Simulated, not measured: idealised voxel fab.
Process module name: voxel transistor to metal
Square cell edge 5 nm, section width 160 nm, ID cut.
Each cross-section below is a grid of square cells, stated as bands in top-down order, with one or more rows of cells making up each band. For a band, the entry starts with two heights in nm, that of the top and then that of the bottom, and carries on with the band's materials in order from left to right, each alongside its width in nm; the word "edge to edge" beside a single material means it fills the band edge to edge, and "air" means empty space. Heights are measured from 0, the level below which the as-received wafer is all one material; the lowest band has no bottom and continues downward, written as in "0 -> down". Width: "30 to 40" (first number = top row, second number = bottom row, same change from row to row of cells). Step marked "left unchanged"? Then no cell in the cross-section changed in it. Entrapped void list: empty space of 8 cells or more with no open way to the top, each as width x height at its distance from the left edge, in nm. Read whatever lies past the settings on a step's line as the simulator's own remark about the step. "overlay nm" answers the question of how far to the right of plan the mask lay on a step that has a mask, and when it is negative the answer is to the left.
Intended process steps
1: RECEIVE (material Si)
2: OXIDIZE (depth nm 5)
3: CONFORMAL_DEP (material SiN; thk nm 10)
4: DIRECTIONAL_DEP (material aC; thk nm 10)
5: PATTERN (tone cover; mask id ACTIVE; material resist; width nm 120; thk nm 25; overlay nm 0)
6: DIRECTIONAL_ETCH (etch materials aC; depth nm 10)
7: STRIP (etch materials resist)
8: DIRECTIONAL_ETCH (etch materials SiN; depth nm 10)
9: DIRECTIONAL_ETCH (etch materials SiO2; depth nm 5)
10: DIRECTIONAL_ETCH (etch materials Si; depth nm 20)
11: STRIP (etch materials aC)
12: OXIDIZE (depth nm 5)
13: FILL_DEP (material SiO2; thk nm 5)
14: CMP (height nm 10)
15: SELECTIVE_ETCH (etch materials SiO2; depth nm 5)
16: STRIP (etch materials SiN)
17: SELECTIVE_ETCH (etch materials SiO2; depth nm 5)
18: OXIDIZE (depth nm 5)
19: DIRECTIONAL_DEP (material polySi; thk nm 30)
20: DIRECTIONAL_DEP (material SiCN; thk nm 10)
21: PATTERN (tone cover; mask id GATE; material resist; width nm 20; thk nm 15; overlay nm 0)
22: DIRECTIONAL_ETCH (etch materials SiCN; depth nm 20)
23: DIRECTIONAL_ETCH (etch materials polySi; depth nm 40)
24: STRIP (etch materials resist)
25: CONFORMAL_DEP (material SiN; thk nm 10)
26: DIRECTIONAL_ETCH (etch materials SiN; depth nm 10)
27: DIRECTIONAL_ETCH (etch materials SiO2; depth nm 5)
28: EPI (material nSi; thk nm 5)
29: FILL_DEP (material SiO2; thk nm 5)
30: CMP (height nm 35)
31: DIRECTIONAL_DEP (material SiO2; thk nm 15)
32: MASKED_ETCH (tone open; mask id CONTACT; width nm 35; pitch nm 65; etch materials SiO2; depth nm 55; overlay nm 0)
33: CONFORMAL_DEP (material TiN; thk nm 5)
34: FILL_DEP (material Ru; thk nm 10)
35: CMP (height nm 50)
36: CONFORMAL_DEP (material SiN; thk nm 5)
37: DIRECTIONAL_DEP (material SiO2; thk nm 25)
38: DIRECTIONAL_DEP (material aC; thk nm 15)
39: PATTERN (tone open; mask id METAL_1; material resist; width nm 20; pitch nm 80; thk nm 30; overlay nm 0)
40: DIRECTIONAL_ETCH (etch materials aC; depth nm 15)
41: STRIP (etch materials resist)
42: DIRECTIONAL_ETCH (etch materials SiO2; depth nm 25)
43: DIRECTIONAL_ETCH (etch materials SiN; depth nm 5)
44: STRIP (etch materials aC)
45: CONFORMAL_DEP (material TiN; thk nm 5)
46: FILL_DEP (material W; thk nm 5)
47: CMP (height nm 80)
48: CONFORMAL_DEP (material SiN; thk nm 5)
The wafers in this document start out alike and differ in the depth nm applied at step 15; the plan shows the value used for the first wafer.
Cross-section, first of several wafers, as delivered after step 1
    0 -> down  Si edge to edge
    Entrapped void list: none
So in this table every wafer gets its own row, and what you see is where it stands at the end of the module: for each material, how many cells it picked up (+) or gave up (-) since we received it, and after that its closed voids
depth nm 5 | +84 Ru | -104 Si | +8 SiCN | +92 SiN | +324 SiO2 | +82 TiN | +20 W | +14 nSi | +24 polySi | Entrapped void list: none
depth nm 10 | +84 Ru | -104 Si | +8 SiCN | +88 SiN | +326 SiO2 | +82 TiN | +20 W | +16 nSi | +24 polySi | Entrapped void list: none
depth nm 15 | +84 Ru | -106 Si | +8 SiCN | +92 SiN | +326 SiO2 | +82 TiN | +20 W | +14 nSi | +24 polySi | Entrapped void list: none
depth nm 20 | +84 Ru | -108 Si | +8 SiCN | +96 SiN | +324 SiO2 | +82 TiN | +20 W | +14 nSi | +24 polySi | Entrapped void list: none
